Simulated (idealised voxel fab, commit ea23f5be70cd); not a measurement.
The document below concerns the process module designated voxel wiring stack.
This is section cut - it's 245 nm across, gridded in 5 nm square cells.
Think of the cross-section as a grid of square cells. We describe it in bands, top to bottom, and each band covers one or more rows of those cells.
The band entry comprises the height of the band's top followed by the height of its bottom, expressed in nm, and subsequently the band's materials from left to right, each stated together with its width in nm. Where a single material is marked with the word "throughout", that material fills the band from edge to edge. The word "air" represents empty space.
Measure heights from 0. That's the level where, below it, the as-received wafer is all one material. The lowest band is bottomless and extends downward; write it as in "z 0 and below".
With a width like "30..40", each row of cells in the band differs from the next by the same amount, the top row carrying the first number and the bottom row the second.
The designation "everything unchanged", where it is given for a processing step, indicates that no cell of the cross-section was altered in the course of that step.
"Cavities, closed" - sealed voids, min. 8 cells, no opening to top; format: width x height at distance (distance from left edge; nm throughout).
Post-settings text on a step line: simulator's own remark regarding the step.
overlay nm: step with mask; distance mask lay right of planned place; negative value = left of planned place.

**Set out below are the planned steps of the process**
1 RECEIVE | material Si
2 CONFORMAL_DEP | material SiO2 | thk nm 15
3 CONFORMAL_DEP | material SiN | thk nm 5
4 DIRECTIONAL_DEP | material SiO2 | thk nm 20
5 PATTERN | tone open | mask id METAL_1 | material resist | width nm 30 | pitch nm 50 | thk nm 15 | overlay nm 0
6 DIRECTIONAL_ETCH | etch materials SiO2 | depth nm 20
7 DIRECTIONAL_ETCH | etch materials SiN | depth nm 5
8 STRIP | etch materials resist
9 CONFORMAL_DEP | material TiN | thk nm 5
10 FILL_DEP | material W | thk nm 10
11 CMP | height nm 40
12 CONFORMAL_DEP | material SiCN | thk nm 5
13 DIRECTIONAL_DEP | material SiO2 | thk nm 20
14 DIRECTIONAL_DEP | material aC | thk nm 15
15 PATTERN | tone open | mask id PLUG_1 | material resist | width nm 15 | pitch nm 50 | thk nm 30 | overlay nm 0
16 DIRECTIONAL_ETCH | etch materials aC | depth nm 15
17 STRIP | etch materials resist
18 DIRECTIONAL_ETCH | etch materials SiO2 | depth nm 20
19 DIRECTIONAL_ETCH | etch materials SiCN | depth nm 5
20 STRIP | etch materials aC
21 CONFORMAL_DEP | material TiN | thk nm 5
22 FILL_DEP | material Cu | thk nm 5
23 CMP | height nm 65
24 DIRECTIONAL_DEP | material TiN | thk nm 5
25 DIRECTIONAL_DEP | material Ru | thk nm 15
26 MASKED_ETCH | tone cover | mask id METAL_2 | width nm 30 | pitch nm 50 | etch materials Ru | depth nm 15 | overlay nm 0
27 MASKED_ETCH | tone cover | mask id METAL_2 | width nm 30 | pitch nm 50 | etch materials TiN | depth nm 5 | overlay nm 0
28 FILL_DEP | material SiO2 | thk nm 10
29 CMP | height nm 85
30 CONFORMAL_DEP | material SiCN | thk nm 5
31 DIRECTIONAL_DEP | material lowk | thk nm 10
32 MASKED_ETCH | tone open | mask id PLUG_2 | width nm 15 | pitch nm 50 | etch materials lowk | depth nm 10 | overlay nm 0
33 MASKED_ETCH | tone open | mask id PLUG_2 | width nm 15 | pitch nm 50 | etch materials SiCN | depth nm 5 | overlay nm 0
34 EPI | material Ru | thk nm 10
35 EPI | material Ru | thk nm 5
36 DIRECTIONAL_DEP | material TiN | thk nm 5
37 DIRECTIONAL_DEP | material W | thk nm 20
38 PATTERN | tone cover | mask id METAL_3 | material resist | width nm 30 | pitch nm 50 | thk nm 15 | overlay nm 0
39 DIRECTIONAL_ETCH | etch materials W | depth nm 20
40 DIRECTIONAL_ETCH | etch materials TiN | depth nm 5
41 STRIP | etch materials resist
42 CONFORMAL_DEP | material SiCN | thk nm 5
43 FILL_DEP | material SiO2 | thk nm 5
44 CMP | height nm 125
45 CONFORMAL_DEP | material SiN | thk nm 5

**Received-state cross-section, reflecting completion of step 1**
> z 0 and below | Si throughout
> Cavities, closed: none

**The plan above was carried out on the starting structure above with one mistake, and this cross-section shows the wafer at the end of the module**
> z 130 to 125 | SiN throughout
> z 125 to 105 | SiO2 (50); SiCN (5); W (30); SiCN (5); SiO2 (10); SiCN (5); W (30); SiCN (5); SiO2 (10); SiCN (5); W (30); SiCN (5); SiO2 (55)
> z 105 to 100 | SiCN (55); TiN (30); SiCN (20); TiN (30); SiCN (20); TiN (30); SiCN (60)
> z 100 to 90 | lowk (55); Ru (15); lowk (35); Ru (15); lowk (35); Ru (15); lowk (75)
> z 90 to 85 | SiCN (55); Ru (15); SiCN (35); Ru (15); SiCN (35); Ru (15); SiCN (75)
> z 85 to 70 | Cu (55); Ru (30); Cu (20); Ru (30); Cu (20); Ru (30); Cu (60)
> z 70 to 65 | Cu (55); TiN (30); Cu (20); TiN (30); Cu (20); TiN (30); Cu (60)
> z 65 to 45 | SiO2 (55); TiN (5); Cu (5); TiN (5); SiO2 (35); TiN (5); Cu (5); TiN (5); SiO2 (35); TiN (5); Cu (5); TiN (5); SiO2 (75)
> z 45 to 40 | SiCN (55); TiN (15); SiCN (35); TiN (15); SiCN (35); TiN (15); SiCN (75)
> z 40 to 20 | SiO2 (55); TiN (5); W (20); TiN (5); SiO2 (20); TiN (5); W (20); TiN (5); SiO2 (20); TiN (5); W (20); TiN (5); SiO2 (60)
> z 20 to 15 | SiN (55); TiN (30); SiN (20); TiN (30); SiN (20); TiN (30); SiN (60)
> z 15 to 0 | SiO2 throughout
> z 0 and below | Si throughout
> Cavities, closed: none
Against the plan, the run slipped here: step 28 was not run as planned; what actually ran was FILL_DEP | material Cu | thk nm 10
